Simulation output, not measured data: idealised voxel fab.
Process module name: voxel ribs on slabs
Xsec cut, 155 nm wide, square cell size 5 nm.
Notation: cross-section as square-cell grid; stated in bands, top first, going down; one or more cell rows per band. This entry defines a band. It first specifies the height of the band's top and the height of its bottom in nm, and then specifies the band's materials from left to right, stating each material with its width in nm. The word "everywhere" identifies a single material that fills the band from edge to edge, while the word "empty" identifies empty space. Below 0: as-received wafer, all one material; heights counted from there. Lowest band: no bottom, goes on down, written "0 nm and below". Graded width ("30 to 40"): value in top row of band = first number; value in bottom row = second number; row-to-row change constant. What does "no change occurred" mean for a step? It means no cell of the cross-section changed in that step. Look at "Enclosed void listing" for the closed voids: empty spaces with no open path to the top, sized 8 cells or up. Each is width x height at distance, distance from the left edge, all nm. Anything after a step's settings on that line? It's the simulator's own note about the step. When a step includes a mask, the "overlay nm" setting on its line states how far to the right of its planned place that mask lay, and negative values state how far to the left.
**This section lists the process steps that were planned**
- 1: RECEIVE [material Si]
- 2: DIRECTIONAL_DEP [material SiO2] [thk nm 30]
- 3: DIRECTIONAL_DEP [material SiN] [thk nm 25]
- 4: PATTERN [tone cover] [mask id RIB] [material resist] [width nm 20] [thk nm 15] [overlay nm 0]
- 5: DIRECTIONAL_ETCH [etch materials SiN] [depth nm 20]
- 6: STRIP [etch materials resist]
- 7: MASKED_ETCH [tone cover] [mask id SLAB] [width nm 50] [etch materials SiN] [depth nm 5] [overlay nm 0]
- 8: FILL_DEP [material SiO2] [thk nm 20]
- 9: CMP [height nm 70]
- 10: DIRECTIONAL_DEP [material W] [thk nm 10]
- 11: DIRECTIONAL_DEP [material aC] [thk nm 15]
- 12: PATTERN [tone cover] [mask id HEATER] [material resist] [width nm 30] [thk nm 30] [overlay nm 0]
- 13: DIRECTIONAL_ETCH [etch materials aC] [depth nm 15]
- 14: STRIP [etch materials resist]
- 15: DIRECTIONAL_ETCH [etch materials W] [depth nm 10]
- 16: STRIP [etch materials aC]
- 17: CONFORMAL_DEP [material SiN] [thk nm 5]
**As-received wafer cross-section (after step 1)**
* 0 nm and below | Si everywhere
* Enclosed void listing: none
**Cross-sectional view of the first of the two wafers upon completion of the module, processed in accordance with the plan**
* 85 nm to 80 nm | empty (55), then SiN (40), then empty (60)
* 80 nm to 75 nm | empty (55), then SiN (5), then W (30), then SiN (5), then empty (60)
* 75 nm to 70 nm | SiN (60), then W (30), then SiN (65)
* 70 nm to 55 nm | SiO2 everywhere
* 55 nm to 35 nm | SiO2 (65), then SiN (20), then SiO2 (70)
* 35 nm to 30 nm | SiO2 (50), then SiN (50), then SiO2 (55)
* 30 nm to 0 nm | SiO2 everywhere
* 0 nm and below | Si everywhere
* Enclosed void listing: none
**So this is wafer number two of the two, cut at the end of the module - it started where the first did and had the same plan, we just got one thing wrong running it**
* 85 nm to 80 nm | empty (55), then SiN (40), then empty (60)
* 80 nm to 75 nm | empty (55), then SiN (5), then W (30), then SiN (5), then empty (60)
* 75 nm to 70 nm | SiN (60), then W (30), then SiN (65)
* 70 nm to 55 nm | SiO2 everywhere
* 55 nm to 35 nm | SiO2 (60), then SiN (30), then SiO2 (65)
* 35 nm to 30 nm | SiO2 (50), then SiN (50), then SiO2 (55)
* 30 nm to 0 nm | SiO2 everywhere
* 0 nm and below | Si everywhere
* Enclosed void listing: none
Heads up, the wafer didn't run the way we planned it: note that step 4 departed from the planned setting and was carried out as PATTERN [tone cover] [mask id RIB] [material resist] [width nm 30] [thk nm 15] [overlay nm 0]
Materials where the second wafer ends with more or fewer cells than the first: +8 SiN | -8 SiO2
